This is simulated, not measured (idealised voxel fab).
Module name: voxel self aligned vias (process module)
Xsec cut, 265 nm wide, square cell size 5 nm.
Each cross-section below is a grid of square cells, stated as bands in top-down order, with one or more rows of cells making up each band.
Band entry format. Leading values: height of top, height of bottom, nm. Remainder: materials in left-to-right order, each with its width in nm. Special words: "full width" on a single material, which then fills the band edge to edge; "blank", empty space.
It should be noted that heights are counted from 0, beneath which the wafer as supplied is of one material throughout, and that the lowest band possesses no lower boundary but continues downward, as written in "z 0 and below".
Quick explanation for "30..40": the width changes in equal steps down the rows of cells, from the first number in the band's top row to the second number in its bottom row.
When a step is marked "left unchanged", none of the cells in the cross-section changed during that step.
In the "Enclosed void catalog" entry, you get each enclosed empty space of 8 cells or more, one with no open way to the top, written width x height at distance, distance from the left edge, in nm.
Heads up: the bit after the settings on a step's line is the simulator's remark on that step.
overlay nm: how far to the right of its planned place the mask lay on this masked step (negative: to the left).

**The process steps that were planned are listed below**
1 RECEIVE, material Si
2 CONFORMAL_DEP, material SiO2, thk nm 15
3 CONFORMAL_DEP, material SiCN, thk nm 5
4 DIRECTIONAL_DEP, material SiO2, thk nm 30
5 MASKED_ETCH, tone open, mask id LINES, width nm 25, pitch nm 70, etch materials SiO2, depth nm 30, overlay nm 0
6 CONFORMAL_DEP, material TiN, thk nm 5
7 FILL_DEP, material W, thk nm 10
8 CMP, height nm 50
9 SELECTIVE_ETCH, etch materials W Ru TiN, depth nm 10
10 FILL_DEP, material SiN, thk nm 10
11 CMP, height nm 50
12 DIRECTIONAL_DEP, material SiO2, thk nm 15
13 DIRECTIONAL_DEP, material aC, thk nm 10
14 PATTERN, tone open, mask id VIAS, material resist, width nm 45, pitch nm 70, thk nm 25, overlay nm 0
15 DIRECTIONAL_ETCH, etch materials aC, depth nm 10
16 STRIP, etch materials resist
17 DIRECTIONAL_ETCH, etch materials SiO2, depth nm 15
18 DIRECTIONAL_ETCH, etch materials SiN, depth nm 10
19 STRIP, etch materials aC
20 CONFORMAL_DEP, material TiN, thk nm 5
21 FILL_DEP, material W, thk nm 10
22 CMP, height nm 65
23 CONFORMAL_DEP, material SiCN, thk nm 5

**Received-state cross-section, reflecting completion of step 1**
z 0 and below  Si full width
Enclosed void catalog: none

**Final cross-section, module run with one mistake (start and plan as above)**
z 70 to 65  SiCN full width
z 65 to 50  SiO2 40, then TiN 5, then W 35, then TiN 5, then SiO2 25, then TiN 5, then W 35, then TiN 5, then SiO2 25, then TiN 5, then W 35, then TiN 5, then SiO2 40
z 50 to 45  SiN 40, then TiN 15, then W 15, then TiN 15, then SiN 25, then TiN 15, then W 15, then TiN 15, then SiN 25, then TiN 15, then W 15, then TiN 15, then SiN 40
z 45 to 40  SiO2 50, then TiN 25, then SiO2 45, then TiN 25, then SiO2 45, then TiN 25, then SiO2 50
z 40 to 20  SiO2 50, then TiN 5, then W 15, then TiN 5, then SiO2 45, then TiN 5, then W 15, then TiN 5, then SiO2 45, then TiN 5, then W 15, then TiN 5, then SiO2 50
z 20 to 15  SiO2 50, then TiN 25, then SiO2 45, then TiN 25, then SiO2 45, then TiN 25, then SiO2 50
z 15 to 0  SiO2 full width
z 0 and below  Si full width
Enclosed void catalog: none
Want to know what went wrong? plan step 3 skipped
